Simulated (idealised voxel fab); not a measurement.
Module name: voxel trench capacitor (process module)
Square cell edge 5 nm, section width 270 nm, ID cut.
In this document a cross-section is written as a grid of square cells. It is given as a series of bands, listed from the top down, and a band is one or more rows of cells.
Top height, bottom height, nm. Materials left to right, width each, nm. Single material + "all across" = fills band edge to edge. "air" = empty.
All heights in this document are referenced to 0, defined as the level beneath which the wafer, as received, consists entirely of one material. The lowest band is not bounded below; it extends indefinitely downward and is written in the form "0 down".
The width entry "30 to 40" should be interpreted row by row: the top row of cells in the band takes the first number, the bottom row takes the second number, and the change between adjacent rows is uniform throughout.
No cell of the cross-section changed in a step that is given as "remained unchanged".
If an empty space has no open way to the top and is at least 8 cells in size, "Trapped voids" lists it, written width x height at distance, where distance is measured from the left edge and every value is in nm.
Step line, after settings: the simulator's comment on this step.
"overlay nm" denotes, for a step that has a mask, the displacement of the mask to the right of its planned place, with negative values corresponding to the left.
[The process steps that were planned are listed below]
1) RECEIVE, material Si
2) CONFORMAL_DEP, material SiN, thk nm 5
3) DIRECTIONAL_DEP, material aC, thk nm 15
4) PATTERN, tone open, mask id TRENCH, material resist, width nm 25, pitch nm 45, thk nm 35, overlay nm 0
5) DIRECTIONAL_ETCH, etch materials aC, depth nm 15
6) STRIP, etch materials resist
7) DIRECTIONAL_ETCH, etch materials SiN, depth nm 5
8) DIRECTIONAL_ETCH, etch materials Si, depth nm 15
9) STRIP, etch materials aC
10) CONFORMAL_DEP, material Al2O3, thk nm 5
11) FILL_DEP, material polySi, thk nm 5
12) CMP, height nm 5
For this document, wafers share an identical start and vary in the step 8 depth nm; the plan quotes the first wafer's value.
[First wafer of several, as received: cross-section after step 1]
- 0 down: Si all across
- Trapped voids: none
[Cross-sectional representation of the first of several wafers at the end of the module, i.e. after its terminal step, step 12]
- 5 to 0: 100 nm SiN | 5 nm Al2O3 | 15 nm polySi | 5 nm Al2O3 | 20 nm SiN | 5 nm Al2O3 | 15 nm polySi | 5 nm Al2O3 | 100 nm SiN
- 0 to -10: 100 nm Si | 5 nm Al2O3 | 15 nm polySi | 5 nm Al2O3 | 20 nm Si | 5 nm Al2O3 | 15 nm polySi | 5 nm Al2O3 | 100 nm Si
- -10 to -15: 100 nm Si | 25 nm Al2O3 | 20 nm Si | 25 nm Al2O3 | 100 nm Si
- -15 down: Si all across
- Trapped voids: none
[Of the several wafers, the last: cross-section at the end of the module]
- 5 to 0: 100 nm SiN | 5 nm Al2O3 | 15 nm polySi | 5 nm Al2O3 | 20 nm SiN | 5 nm Al2O3 | 15 nm polySi | 5 nm Al2O3 | 100 nm SiN
- 0 to -35: 100 nm Si | 5 nm Al2O3 | 15 nm polySi | 5 nm Al2O3 | 20 nm Si | 5 nm Al2O3 | 15 nm polySi | 5 nm Al2O3 | 100 nm Si
- -35 to -40: 100 nm Si | 25 nm Al2O3 | 20 nm Si | 25 nm Al2O3 | 100 nm Si
- -40 down: Si all across
- Trapped voids: none
[Below is a per-wafer table. In it, each row describes the wafer at the end of the module by giving, for each material, the number of cells gained (+) or lost (-) since the wafer was received, and after that the closed voids of the wafer]
depth nm 15 | +22 Al2O3 | -30 Si | +44 SiN | +18 polySi | Trapped voids: none
depth nm 20 | +26 Al2O3 | -40 Si | +44 SiN | +24 polySi | Trapped voids: none
depth nm 25 | +30 Al2O3 | -50 Si | +44 SiN | +30 polySi | Trapped voids: none
depth nm 30 | +34 Al2O3 | -60 Si | +44 SiN | +36 polySi | Trapped voids: none
depth nm 35 | +38 Al2O3 | -70 Si | +44 SiN | +42 polySi | Trapped voids: none
depth nm 40 | +42 Al2O3 | -80 Si | +44 SiN | +48 polySi | Trapped voids: none
